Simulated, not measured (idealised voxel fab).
The following process module bears the name voxel ribs on slabs.
Cross-sectional view cut (width: 270 nm; square cell size: 5 nm).
If you're reading a cross-section in this doc, picture square cells in a grid; it comes to you as bands, top ones listed first down to the bottom, and a band can be one or more rows of cells.
It is stipulated that each band's entry specify, in nanometres, the height of the top of the band and then that of its bottom, followed by the materials of the band in left-to-right sequence, each together with its width in nanometres. A single material marked by the word "edge to edge" is understood to fill the band from edge to edge; the word "empty" is understood to denote empty space.
The level at which height equals 0 is the one under which the wafer, as it arrives, is entirely one material. No lower edge exists for the bottom band, which continues downward and is notated as in "z 0 and below".
Width: "30 to 40" (first number = top row, second number = bottom row, same change from row to row of cells).
Reading "no modification" for a step: not a cell of the cross-section changed in it.
"Closed void entries" enumerates empty spaces isolated from the top, with no open way to it, that contain at least 8 cells, giving each as width x height at distance from the left edge, all three in nm.
On each step's line, the part that comes after the settings is the simulator's own comment on the step.
Among the settings permitted on a step's line is "overlay nm"; applied to a step with a mask, it specifies the extent to which the mask lay to the right of its planned position, whereas a negative figure signifies a position to the left.
Guide to the pairs. Each holds a before and an after cross-section around one process step; the after cross-section is cut off at the lowest band that changed. Look under the pair for the step between them and its settings. Pairs can come from different runs of this module on the same starting wafer, so a pair follows on from the one above it only where its entry headed "Pre-process" says it does.

Pre-process:
z 0 and below = Si edge to edge
Closed void entries: none

Post-Step Appearance:
z 30 to 0 = SiO2 edge to edge
Below 0, the layers are the same as they were.
Closed void entries: none
The two cross-sections above are separated by a single process step, namely DIRECTIONAL_DEP (material SiO2; thk nm 30)

Pre-process: the cross-section after the pair above

Post-Step Appearance:
z 50 to 30 = SiN edge to edge
Below 30, the layers are the same as they were.
Closed void entries: none
The two cross-sections above are separated by a single process step, namely DIRECTIONAL_DEP (material SiN; thk nm 20)

Pre-process: the cross-section after the pair above

Post-Step Appearance:
z 70 to 50 = 120 nm empty, then 25 nm resist, then 125 nm empty
Below 50, the layers are the same as they were.
Closed void entries: none
The two cross-sections above are separated by a single process step, namely PATTERN (tone cover; mask id RIB; material resist; width nm 25; thk nm 20; overlay nm 0)

Pre-process: the cross-section after the pair above

Post-Step Appearance:
z 70 to 50 = 120 nm empty, then 25 nm resist, then 125 nm empty
z 50 to 35 = 120 nm empty, then 25 nm SiN, then 125 nm empty
Below 35, the layers are the same as they were.
Closed void entries: none
The two cross-sections above are separated by a single process step, namely DIRECTIONAL_ETCH (etch materials SiN; depth nm 15)

Pre-process: the cross-section after the pair above

Post-Step Appearance:
z 50 to 35 = 120 nm empty, then 25 nm SiN, then 125 nm empty
Below 35, the layers are the same as they were.
Closed void entries: none
The two cross-sections above are separated by a single process step, namely STRIP (etch materials resist)

Pre-process: the cross-section after the pair above

Post-Step Appearance:
z 70 to 50 = 105 nm empty, then 55 nm resist, then 110 nm empty
z 50 to 35 = 105 nm empty, then 15 nm resist, then 25 nm SiN, then 15 nm resist, then 110 nm empty
Below 35, the layers are the same as they were.
Closed void entries: none
The two cross-sections above are separated by a single process step, namely PATTERN (tone cover; mask id SLAB; material resist; width nm 55; thk nm 20; overlay nm 0)

Pre-process: the cross-section after the pair above

Post-Step Appearance:
z 70 to 50 = 105 nm empty, then 55 nm resist, then 110 nm empty
z 50 to 35 = 105 nm empty, then 15 nm resist, then 25 nm SiN, then 15 nm resist, then 110 nm empty
z 35 to 30 = 105 nm empty, then 55 nm SiN, then 110 nm empty
Below 30, the layers are the same as they were.
Closed void entries: none
The two cross-sections above are separated by a single process step, namely DIRECTIONAL_ETCH (etch materials SiN; depth nm 5)

Pre-process: the cross-section after the pair above

Post-Step Appearance:
z 50 to 35 = 120 nm empty, then 25 nm SiN, then 125 nm empty
Below 35, the layers are the same as they were.
Closed void entries: none
The two cross-sections above are separated by a single process step, namely STRIP (etch materials resist)

Pre-process: the cross-section after the pair above

Post-Step Appearance:
z 65 to 50 = SiO2 edge to edge
z 50 to 35 = 120 nm SiO2, then 25 nm SiN, then 125 nm SiO2
z 35 to 30 = 105 nm SiO2, then 55 nm SiN, then 110 nm SiO2
Below 30, the layers are the same as they were.
Closed void entries: none
The two cross-sections above are separated by a single process step, namely FILL_DEP (material SiO2; thk nm 15)

Pre-process: the cross-section after the pair above

Post-Step Appearance:
z 60 to 50 = SiO2 edge to edge
Below 50, the layers are the same as they were.
Closed void entries: none
The two cross-sections above are separated by a single process step, namely CMP (height nm 60)

Pre-process: the cross-section after the pair above

Post-Step Appearance:
z 70 to 60 = W edge to edge
Below 60, the layers are the same as they were.
Closed void entries: none
The two cross-sections above are separated by a single process step, namely DIRECTIONAL_DEP (material W; thk nm 10)

Pre-process: the cross-section after the pair above

Post-Step Appearance:
z 70 to 60 = 115 nm empty, then 35 nm W, then 120 nm empty
Below 60, the layers are the same as they were.
Closed void entries: none
The two cross-sections above are separated by a single process step, namely MASKED_ETCH (tone cover; mask id HEATER; width nm 35; etch materials W; depth nm 10; overlay nm 0)

Pre-process: the cross-section after the pair above

Post-Step Appearance:
z 75 to 70 = 110 nm empty, then 45 nm SiN, then 115 nm empty
z 70 to 65 = 110 nm empty, then 5 nm SiN, then 35 nm W, then 5 nm SiN, then 115 nm empty
z 65 to 60 = 115 nm SiN, then 35 nm W, then 120 nm SiN
Below 60, the layers are the same as they were.
Closed void entries: none
The two cross-sections above are separated by a single process step, namely CONFORMAL_DEP (material SiN; thk nm 5)

Pre-process:
z 50 to 30 = SiN edge to edge
z 30 to 0 = SiO2 edge to edge
z 0 and below = Si edge to edge
Closed void entries: none

Post-Step Appearance:
z 70 to 30 = SiN edge to edge
Below 30, the layers are the same as they were.
Closed void entries: none
The two cross-sections above are separated by a single process step, namely DIRECTIONAL_DEP (material SiN; thk nm 20)

Pre-process: the cross-section after the pair above

Post-Step Appearance:
z 90 to 70 = 120 nm empty, then 25 nm resist, then 125 nm empty
Below 70, the layers are the same as they were.
Closed void entries: none
The two cross-sections above are separated by a single process step, namely PATTERN (tone cover; mask id RIB; material resist; width nm 25; thk nm 20; overlay nm 0)

Pre-process: the cross-section after the pair above

Post-Step Appearance:
z 90 to 70 = 120 nm empty, then 25 nm resist, then 125 nm empty
z 70 to 55 = 120 nm empty, then 25 nm SiN, then 125 nm empty
Below 55, the layers are the same as they were.
Closed void entries: none
The two cross-sections above are separated by a single process step, namely DIRECTIONAL_ETCH (etch materials SiN; depth nm 15)

Pre-process: the cross-section after the pair above

Post-Step Appearance:
z 70 to 55 = 120 nm empty, then 25 nm SiN, then 125 nm empty
Below 55, the layers are the same as they were.
Closed void entries: none
The two cross-sections above are separated by a single process step, namely STRIP (etch materials resist)

Pre-process: the cross-section after the pair above

Post-Step Appearance:
z 90 to 70 = 105 nm empty, then 55 nm resist, then 110 nm empty
z 70 to 55 = 105 nm empty, then 15 nm resist, then 25 nm SiN, then 15 nm resist, then 110 nm empty
Below 55, the layers are the same as they were.
Closed void entries: none
The two cross-sections above are separated by a single process step, namely PATTERN (tone cover; mask id SLAB; material resist; width nm 55; thk nm 20; overlay nm 0)

Pre-process: the cross-section after the pair above

Post-Step Appearance:
z 90 to 70 = 105 nm empty, then 55 nm resist, then 110 nm empty
z 70 to 55 = 105 nm empty, then 15 nm resist, then 25 nm SiN, then 15 nm resist, then 110 nm empty
z 55 to 50 = 105 nm empty, then 55 nm SiN, then 110 nm empty
Below 50, the layers are the same as they were.
Closed void entries: none
The two cross-sections above are separated by a single process step, namely DIRECTIONAL_ETCH (etch materials SiN; depth nm 5)

Pre-process: the cross-section after the pair above

Post-Step Appearance:
z 70 to 55 = 120 nm empty, then 25 nm SiN, then 125 nm empty
Below 55, the layers are the same as they were.
Closed void entries: none
The two cross-sections above are separated by a single process step, namely STRIP (etch materials resist)

Pre-process: the cross-section after the pair above

Post-Step Appearance:
z 85 to 70 = SiO2 edge to edge
z 70 to 55 = 120 nm SiO2, then 25 nm SiN, then 125 nm SiO2
z 55 to 50 = 105 nm SiO2, then 55 nm SiN, then 110 nm SiO2
Below 50, the layers are the same as they were.
Closed void entries: none
The two cross-sections above are separated by a single process step, namely FILL_DEP (material SiO2; thk nm 15)

Pre-process: the cross-section after the pair above

Post-Step Appearance:
z 60 to 50 = 120 to 105 nm SiO2, then 25 to 55 nm SiN, then 125 to 110 nm SiO2
Below 50, the layers are the same as they were.
Closed void entries: none
The two cross-sections above are separated by a single process step, namely CMP (height nm 60)

Pre-process: the cross-section after the pair above

Post-Step Appearance:
z 70 to 60 = W edge to edge
Below 60, the layers are the same as they were.
Closed void entries: none
The two cross-sections above are separated by a single process step, namely DIRECTIONAL_DEP (material W; thk nm 10)

Pre-process: the cross-section after the pair above

Post-Step Appearance:
z 70 to 60 = 115 nm empty, then 35 nm W, then 120 nm empty
Below 60, the layers are the same as they were.
Closed void entries: none
The two cross-sections above are separated by a single process step, namely MASKED_ETCH (tone cover; mask id HEATER; width nm 35; etch materials W; depth nm 10; overlay nm 0)

Pre-process: the cross-section after the pair above

Post-Step Appearance:
z 75 to 70 = 110 nm empty, then 45 nm SiN, then 115 nm empty
z 70 to 65 = 110 nm empty, then 5 nm SiN, then 35 nm W, then 5 nm SiN, then 115 nm empty
z 65 to 60 = 115 nm SiN, then 35 nm W, then 120 nm SiN
Below 60, the layers are the same as they were.
Closed void entries: none
The two cross-sections above are separated by a single process step, namely CONFORMAL_DEP (material SiN; thk nm 5)

Pre-process:
z 0 and below = Si edge to edge
Closed void entries: none

Post-Step Appearance:
z 20 to 0 = SiN edge to edge
Below 0, the layers are the same as they were.
Closed void entries: none
The two cross-sections above are separated by a single process step, namely DIRECTIONAL_DEP (material SiN; thk nm 20)

Pre-process: the cross-section after the pair above

Post-Step Appearance:
z 50 to 20 = SiO2 edge to edge
Below 20, the layers are the same as they were.
Closed void entries: none
The two cross-sections above are separated by a single process step, namely DIRECTIONAL_DEP (material SiO2; thk nm 30)

Pre-process: the cross-section after the pair above

Post-Step Appearance:
z 70 to 50 = 120 nm empty, then 25 nm resist, then 125 nm empty
Below 50, the layers are the same as they were.
Closed void entries: none
The two cross-sections above are separated by a single process step, namely PATTERN (tone cover; mask id RIB; material resist; width nm 25; thk nm 20; overlay nm 0)

Pre-process: the cross-section after the pair above

Post-Step Appearance:
z 50 to 20 = SiO2 edge to edge
Below 20, the layers are the same as they were.
Closed void entries: none
The two cross-sections above are separated by a single process step, namely STRIP (etch materials resist)

Pre-process: the cross-section after the pair above

Post-Step Appearance:
z 70 to 50 = 105 nm empty, then 55 nm resist, then 110 nm empty
Below 50, the layers are the same as they were.
Closed void entries: none
The two cross-sections above are separated by a single process step, namely PATTERN (tone cover; mask id SLAB; material resist; width nm 55; thk nm 20; overlay nm 0)

Pre-process: the cross-section after the pair above

Post-Step Appearance:
z 50 to 20 = SiO2 edge to edge
Below 20, the layers are the same as they were.
Closed void entries: none
The two cross-sections above are separated by a single process step, namely STRIP (etch materials resist)

Pre-process: the cross-section after the pair above

Post-Step Appearance:
z 65 to 20 = SiO2 edge to edge
Below 20, the layers are the same as they were.
Closed void entries: none
The two cross-sections above are separated by a single process step, namely FILL_DEP (material SiO2; thk nm 15)

Pre-process: the cross-section after the pair above

Post-Step Appearance:
z 60 to 20 = SiO2 edge to edge
Below 20, the layers are the same as they were.
Closed void entries: none
The two cross-sections above are separated by a single process step, namely CMP (height nm 60)

Pre-process: the cross-section after the pair above

Post-Step Appearance:
z 70 to 60 = W edge to edge
Below 60, the layers are the same as they were.
Closed void entries: none
The two cross-sections above are separated by a single process step, namely DIRECTIONAL_DEP (material W; thk nm 10)

Pre-process: the cross-section after the pair above

Post-Step Appearance:
z 70 to 60 = 115 nm empty, then 35 nm W, then 120 nm empty
Below 60, the layers are the same as they were.
Closed void entries: none
The two cross-sections above are separated by a single process step, namely MASKED_ETCH (tone cover; mask id HEATER; width nm 35; etch materials W; depth nm 10; overlay nm 0)

Pre-process: the cross-section after the pair above

Post-Step Appearance:
z 75 to 70 = 110 nm empty, then 45 nm SiN, then 115 nm empty
z 70 to 65 = 110 nm empty, then 5 nm SiN, then 35 nm W, then 5 nm SiN, then 115 nm empty
z 65 to 60 = 115 nm SiN, then 35 nm W, then 120 nm SiN
Below 60, the layers are the same as they were.
Closed void entries: none
The two cross-sections above are separated by a single process step, namely CONFORMAL_DEP (material SiN; thk nm 5)

Pre-process:
z 30 to 0 = SiO2 edge to edge
z 0 and below = Si edge to edge
Closed void entries: none

Post-Step Appearance:
z 60 to 30 = SiN edge to edge
Below 30, the layers are the same as they were.
Closed void entries: none
The two cross-sections above are separated by a single process step, namely DIRECTIONAL_DEP (material SiN; thk nm 30)

Pre-process: the cross-section after the pair above

Post-Step Appearance:
z 80 to 60 = 120 nm empty, then 25 nm resist, then 125 nm empty
Below 60, the layers are the same as they were.
Closed void entries: none
The two cross-sections above are separated by a single process step, namely PATTERN (tone cover; mask id RIB; material resist; width nm 25; thk nm 20; overlay nm 0)

Pre-process: the cross-section after the pair above

Post-Step Appearance:
z 80 to 60 = 120 nm empty, then 25 nm resist, then 125 nm empty
z 60 to 45 = 120 nm empty, then 25 nm SiN, then 125 nm empty
Below 45, the layers are the same as they were.
Closed void entries: none
The two cross-sections above are separated by a single process step, namely DIRECTIONAL_ETCH (etch materials SiN; depth nm 15)

Pre-process: the cross-section after the pair above

Post-Step Appearance:
z 60 to 45 = 120 nm empty, then 25 nm SiN, then 125 nm empty
Below 45, the layers are the same as they were.
Closed void entries: none
The two cross-sections above are separated by a single process step, namely STRIP (etch materials resist)

Pre-process: the cross-section after the pair above

Post-Step Appearance:
z 80 to 60 = 105 nm empty, then 55 nm resist, then 110 nm empty
z 60 to 45 = 105 nm empty, then 15 nm resist, then 25 nm SiN, then 15 nm resist, then 110 nm empty
Below 45, the layers are the same as they were.
Closed void entries: none
The two cross-sections above are separated by a single process step, namely PATTERN (tone cover; mask id SLAB; material resist; width nm 55; thk nm 20; overlay nm 0)

Pre-process: the cross-section after the pair above

Post-Step Appearance:
z 80 to 60 = 105 nm empty, then 55 nm resist, then 110 nm empty
z 60 to 45 = 105 nm empty, then 15 nm resist, then 25 nm SiN, then 15 nm resist, then 110 nm empty
z 45 to 40 = 105 nm empty, then 55 nm SiN, then 110 nm empty
Below 40, the layers are the same as they were.
Closed void entries: none
The two cross-sections above are separated by a single process step, namely DIRECTIONAL_ETCH (etch materials SiN; depth nm 5)

Pre-process: the cross-section after the pair above

Post-Step Appearance:
z 60 to 45 = 120 nm empty, then 25 nm SiN, then 125 nm empty
Below 45, the layers are the same as they were.
Closed void entries: none
The two cross-sections above are separated by a single process step, namely STRIP (etch materials resist)

Pre-process: the cross-section after the pair above

Post-Step Appearance:
z 75 to 60 = SiO2 edge to edge
z 60 to 45 = 120 nm SiO2, then 25 nm SiN, then 125 nm SiO2
z 45 to 40 = 105 nm SiO2, then 55 nm SiN, then 110 nm SiO2
Below 40, the layers are the same as they were.
Closed void entries: none
The two cross-sections above are separated by a single process step, namely FILL_DEP (material SiO2; thk nm 15)

Pre-process: the cross-section after the pair above

Post-Step Appearance:
z 60 to 45 = 120 nm SiO2, then 25 nm SiN, then 125 nm SiO2
Below 45, the layers are the same as they were.
Closed void entries: none
The two cross-sections above are separated by a single process step, namely CMP (height nm 60)

Pre-process: the cross-section after the pair above

Post-Step Appearance:
z 70 to 60 = W edge to edge
Below 60, the layers are the same as they were.
Closed void entries: none
The two cross-sections above are separated by a single process step, namely DIRECTIONAL_DEP (material W; thk nm 10)

Pre-process: the cross-section after the pair above

Post-Step Appearance:
z 70 to 60 = 115 nm empty, then 35 nm W, then 120 nm empty
Below 60, the layers are the same as they were.
Closed void entries: none
The two cross-sections above are separated by a single process step, namely MASKED_ETCH (tone cover; mask id HEATER; width nm 35; etch materials W; depth nm 10; overlay nm 0)

Pre-process: the cross-section after the pair above

Post-Step Appearance:
z 75 to 70 = 110 nm empty, then 45 nm SiN, then 115 nm empty
z 70 to 65 = 110 nm empty, then 5 nm SiN, then 35 nm W, then 5 nm SiN, then 115 nm empty
z 65 to 60 = 115 nm SiN, then 35 nm W, then 120 nm SiN
Below 60, the layers are the same as they were.
Closed void entries: none
The two cross-sections above are separated by a single process step, namely CONFORMAL_DEP (material SiN; thk nm 5)

Pre-process:
z 70 to 60 = W edge to edge
z 60 to 50 = SiO2 edge to edge
z 50 to 35 = 120 nm SiO2, then 25 nm SiN, then 125 nm SiO2
z 35 to 30 = 105 nm SiO2, then 55 nm SiN, then 110 nm SiO2
z 30 to 0 = SiO2 edge to edge
z 0 and below = Si edge to edge
Closed void entries: none

Post-Step Appearance:
z 70 to 60 = 120 nm empty, then 25 nm W, then 125 nm empty
Below 60, the layers are the same as they were.
Closed void entries: none
The two cross-sections above are separated by a single process step, namely MASKED_ETCH (tone cover; mask id HEATER; width nm 25; etch materials W; depth nm 10; overlay nm 0)

Pre-process: the cross-section after the pair above

Post-Step Appearance:
z 75 to 70 = 115 nm empty, then 35 nm SiN, then 120 nm empty
z 70 to 65 = 115 nm empty, then 5 nm SiN, then 25 nm W, then 5 nm SiN, then 120 nm empty
z 65 to 60 = 120 nm SiN, then 25 nm W, then 125 nm SiN
Below 60, the layers are the same as they were.
Closed void entries: none
The two cross-sections above are separated by a single process step, namely CONFORMAL_DEP (material SiN; thk nm 5)

Pre-process:
z 50 to 35 = 120 nm empty, then 25 nm SiN, then 125 nm empty
z 35 to 30 = SiN edge to edge
z 30 to 0 = SiO2 edge to edge
z 0 and below = Si edge to edge
Closed void entries: none

Post-Step Appearance:
z 70 to 50 = 95 nm empty, then 55 nm resist, then 120 nm empty
z 50 to 35 = 95 nm empty, then 25 nm resist, then 25 nm SiN, then 5 nm resist, then 120 nm empty
Below 35, the layers are the same as they were.
Closed void entries: none
The two cross-sections above are separated by a single process step, namely PATTERN (tone cover; mask id SLAB; material resist; width nm 55; thk nm 20; overlay nm -10)

Pre-process: the cross-section after the pair above

Post-Step Appearance:
z 70 to 50 = 95 nm empty, then 55 nm resist, then 120 nm empty
z 50 to 35 = 95 nm empty, then 25 nm resist, then 25 nm SiN, then 5 nm resist, then 120 nm empty
z 35 to 30 = 95 nm empty, then 55 nm SiN, then 120 nm empty
Below 30, the layers are the same as they were.
Closed void entries: none
The two cross-sections above are separated by a single process step, namely DIRECTIONAL_ETCH (etch materials SiN; depth nm 5)

Pre-process: the cross-section after the pair above

Post-Step Appearance:
z 50 to 35 = 120 nm empty, then 25 nm SiN, then 125 nm empty
Below 35, the layers are the same as they were.
Closed void entries: none
The two cross-sections above are separated by a single process step, namely STRIP (etch materials resist)

Pre-process: the cross-section after the pair above

Post-Step Appearance:
z 65 to 50 = SiO2 edge to edge
z 50 to 35 = 120 nm SiO2, then 25 nm SiN, then 125 nm SiO2
z 35 to 30 = 95 nm SiO2, then 55 nm SiN, then 120 nm SiO2
Below 30, the layers are the same as they were.
Closed void entries: none
The two cross-sections above are separated by a single process step, namely FILL_DEP (material SiO2; thk nm 15)

Pre-process: the cross-section after the pair above

Post-Step Appearance:
z 60 to 50 = SiO2 edge to edge
Below 50, the layers are the same as they were.
Closed void entries: none
The two cross-sections above are separated by a single process step, namely CMP (height nm 60)

Pre-process: the cross-section after the pair above

Post-Step Appearance:
z 70 to 60 = W edge to edge
Below 60, the layers are the same as they were.
Closed void entries: none
The two cross-sections above are separated by a single process step, namely DIRECTIONAL_DEP (material W; thk nm 10)

Pre-process: the cross-section after the pair above

Post-Step Appearance:
z 70 to 60 = 115 nm empty, then 35 nm W, then 120 nm empty
Below 60, the layers are the same as they were.
Closed void entries: none
The two cross-sections above are separated by a single process step, namely MASKED_ETCH (tone cover; mask id HEATER; width nm 35; etch materials W; depth nm 10; overlay nm 0)

Pre-process: the cross-section after the pair above

Post-Step Appearance:
z 75 to 70 = 110 nm empty, then 45 nm SiN, then 115 nm empty
z 70 to 65 = 110 nm empty, then 5 nm SiN, then 35 nm W, then 5 nm SiN, then 115 nm empty
z 65 to 60 = 115 nm SiN, then 35 nm W, then 120 nm SiN
Below 60, the layers are the same as they were.
Closed void entries: none
The two cross-sections above are separated by a single process step, namely CONFORMAL_DEP (material SiN; thk nm 5)

Pre-process:
z 0 and below = Si edge to edge
Closed void entries: none

Post-Step Appearance:
z 30 to 0 = W edge to edge
Below 0, the layers are the same as they were.
Closed void entries: none
The two cross-sections above are separated by a single process step, namely DIRECTIONAL_DEP (material W; thk nm 30)

Pre-process: the cross-section after the pair above

Post-Step Appearance:
z 50 to 30 = SiN edge to edge
Below 30, the layers are the same as they were.
Closed void entries: none
The two cross-sections above are separated by a single process step, namely DIRECTIONAL_DEP (material SiN; thk nm 20)

Pre-process: the cross-section after the pair above

Post-Step Appearance:
z 70 to 50 = 120 nm empty, then 25 nm resist, then 125 nm empty
Below 50, the layers are the same as they were.
Closed void entries: none
The two cross-sections above are separated by a single process step, namely PATTERN (tone cover; mask id RIB; material resist; width nm 25; thk nm 20; overlay nm 0)

Pre-process: the cross-section after the pair above

Post-Step Appearance:
z 70 to 50 = 120 nm empty, then 25 nm resist, then 125 nm empty
z 50 to 35 = 120 nm empty, then 25 nm SiN, then 125 nm empty
Below 35, the layers are the same as they were.
Closed void entries: none
The two cross-sections above are separated by a single process step, namely DIRECTIONAL_ETCH (etch materials SiN; depth nm 15)

Pre-process: the cross-section after the pair above

Post-Step Appearance:
z 50 to 35 = 120 nm empty, then 25 nm SiN, then 125 nm empty
Below 35, the layers are the same as they were.
Closed void entries: none
The two cross-sections above are separated by a single process step, namely STRIP (etch materials resist)

Pre-process: the cross-section after the pair above

Post-Step Appearance:
z 70 to 50 = 105 nm empty, then 55 nm resist, then 110 nm empty
z 50 to 35 = 105 nm empty, then 15 nm resist, then 25 nm SiN, then 15 nm resist, then 110 nm empty
Below 35, the layers are the same as they were.
Closed void entries: none
The two cross-sections above are separated by a single process step, namely PATTERN (tone cover; mask id SLAB; material resist; width nm 55; thk nm 20; overlay nm 0)

Pre-process: the cross-section after the pair above

Post-Step Appearance:
z 70 to 50 = 105 nm empty, then 55 nm resist, then 110 nm empty
z 50 to 35 = 105 nm empty, then 15 nm resist, then 25 nm SiN, then 15 nm resist, then 110 nm empty
z 35 to 30 = 105 nm empty, then 55 nm SiN, then 110 nm empty
Below 30, the layers are the same as they were.
Closed void entries: none
The two cross-sections above are separated by a single process step, namely DIRECTIONAL_ETCH (etch materials SiN; depth nm 5)

Pre-process: the cross-section after the pair above

Post-Step Appearance:
z 50 to 35 = 120 nm empty, then 25 nm SiN, then 125 nm empty
Below 35, the layers are the same as they were.
Closed void entries: none
The two cross-sections above are separated by a single process step, namely STRIP (etch materials resist)

Pre-process: the cross-section after the pair above

Post-Step Appearance:
z 65 to 50 = SiO2 edge to edge
z 50 to 35 = 120 nm SiO2, then 25 nm SiN, then 125 nm SiO2
z 35 to 30 = 105 nm SiO2, then 55 nm SiN, then 110 nm SiO2
Below 30, the layers are the same as they were.
Closed void entries: none
The two cross-sections above are separated by a single process step, namely FILL_DEP (material SiO2; thk nm 15)

Pre-process: the cross-section after the pair above

Post-Step Appearance:
z 60 to 50 = SiO2 edge to edge
Below 50, the layers are the same as they were.
Closed void entries: none
The two cross-sections above are separated by a single process step, namely CMP (height nm 60)

Pre-process: the cross-section after the pair above

Post-Step Appearance:
z 70 to 60 = W edge to edge
Below 60, the layers are the same as they were.
Closed void entries: none
The two cross-sections above are separated by a single process step, namely DIRECTIONAL_DEP (material W; thk nm 10)

Pre-process: the cross-section after the pair above

Post-Step Appearance:
z 70 to 60 = 115 nm empty, then 35 nm W, then 120 nm empty
Below 60, the layers are the same as they were.
Closed void entries: none
The two cross-sections above are separated by a single process step, namely MASKED_ETCH (tone cover; mask id HEATER; width nm 35; etch materials W; depth nm 10; overlay nm 0)

Pre-process: the cross-section after the pair above

Post-Step Appearance:
z 75 to 70 = 110 nm empty, then 45 nm SiN, then 115 nm empty
z 70 to 65 = 110 nm empty, then 5 nm SiN, then 35 nm W, then 5 nm SiN, then 115 nm empty
z 65 to 60 = 115 nm SiN, then 35 nm W, then 120 nm SiN
Below 60, the layers are the same as they were.
Closed void entries: none
The two cross-sections above are separated by a single process step, namely CONFORMAL_DEP (material SiN; thk nm 5)

Pre-process:
z 50 to 30 = SiN edge to edge
z 30 to 0 = SiO2 edge to edge
z 0 and below = Si edge to edge
Closed void entries: none

Post-Step Appearance:
z 70 to 50 = 120 nm resist, then 25 nm empty, then 125 nm resist
Below 50, the layers are the same as they were.
Closed void entries: none
The two cross-sections above are separated by a single process step, namely PATTERN (tone open; mask id RIB; material resist; width nm 25; thk nm 20; overlay nm 0)

Pre-process: the cross-section after the pair above

Post-Step Appearance:
z 70 to 50 = 120 nm resist, then 25 nm empty, then 125 nm resist
z 50 to 35 = 120 nm SiN, then 25 nm empty, then 125 nm SiN
Below 35, the layers are the same as they were.
Closed void entries: none
The two cross-sections above are separated by a single process step, namely DIRECTIONAL_ETCH (etch materials SiN; depth nm 15)

Pre-process: the cross-section after the pair above

Post-Step Appearance:
z 50 to 35 = 120 nm SiN, then 25 nm empty, then 125 nm SiN
Below 35, the layers are the same as they were.
Closed void entries: none
The two cross-sections above are separated by a single process step, namely STRIP (etch materials resist)

Pre-process: the cross-section after the pair above

Post-Step Appearance:
z 70 to 50 = 105 nm empty, then 55 nm resist, then 110 nm empty
z 50 to 35 = 120 nm SiN, then 25 nm resist, then 125 nm SiN
Below 35, the layers are the same as they were.
Closed void entries: none
The two cross-sections above are separated by a single process step, namely PATTERN (tone cover; mask id SLAB; material resist; width nm 55; thk nm 20; overlay nm 0)

Pre-process: the cross-section after the pair above

Post-Step Appearance:
z 70 to 50 = 105 nm empty, then 55 nm resist, then 110 nm empty
z 50 to 45 = 105 nm empty, then 15 nm SiN, then 25 nm resist, then 15 nm SiN, then 110 nm empty
Below 45, the layers are the same as they were.
Closed void entries: none
The two cross-sections above are separated by a single process step, namely DIRECTIONAL_ETCH (etch materials SiN; depth nm 5)

Pre-process: the cross-section after the pair above

Post-Step Appearance:
z 50 to 45 = 105 nm empty, then 15 nm SiN, then 25 nm empty, then 15 nm SiN, then 110 nm empty
z 45 to 35 = 120 nm SiN, then 25 nm empty, then 125 nm SiN
Below 35, the layers are the same as they were.
Closed void entries: none
The two cross-sections above are separated by a single process step, namely STRIP (etch materials resist)

Pre-process: the cross-section after the pair above

Post-Step Appearance:
z 65 to 50 = SiO2 edge to edge
z 50 to 45 = 105 nm SiO2, then 15 nm SiN, then 25 nm SiO2, then 15 nm SiN, then 110 nm SiO2
z 45 to 35 = 120 nm SiN, then 25 nm SiO2, then 125 nm SiN
Below 35, the layers are the same as they were.
Closed void entries: none
The two cross-sections above are separated by a single process step, namely FILL_DEP (material SiO2; thk nm 15)

Pre-process: the cross-section after the pair above

Post-Step Appearance:
z 60 to 50 = SiO2 edge to edge
Below 50, the layers are the same as they were.
Closed void entries: none
The two cross-sections above are separated by a single process step, namely CMP (height nm 60)

Pre-process: the cross-section after the pair above

Post-Step Appearance:
z 70 to 60 = W edge to edge
Below 60, the layers are the same as they were.
Closed void entries: none
The two cross-sections above are separated by a single process step, namely DIRECTIONAL_DEP (material W; thk nm 10)

Pre-process: the cross-section after the pair above

Post-Step Appearance:
z 70 to 60 = 115 nm empty, then 35 nm W, then 120 nm empty
Below 60, the layers are the same as they were.
Closed void entries: none
The two cross-sections above are separated by a single process step, namely MASKED_ETCH (tone cover; mask id HEATER; width nm 35; etch materials W; depth nm 10; overlay nm 0)

Pre-process: the cross-section after the pair above

Post-Step Appearance:
z 75 to 70 = 110 nm empty, then 45 nm SiN, then 115 nm empty
z 70 to 65 = 110 nm empty, then 5 nm SiN, then 35 nm W, then 5 nm SiN, then 115 nm empty
z 65 to 60 = 115 nm SiN, then 35 nm W, then 120 nm SiN
Below 60, the layers are the same as they were.
Closed void entries: none
The two cross-sections above are separated by a single process step, namely CONFORMAL_DEP (material SiN; thk nm 5)
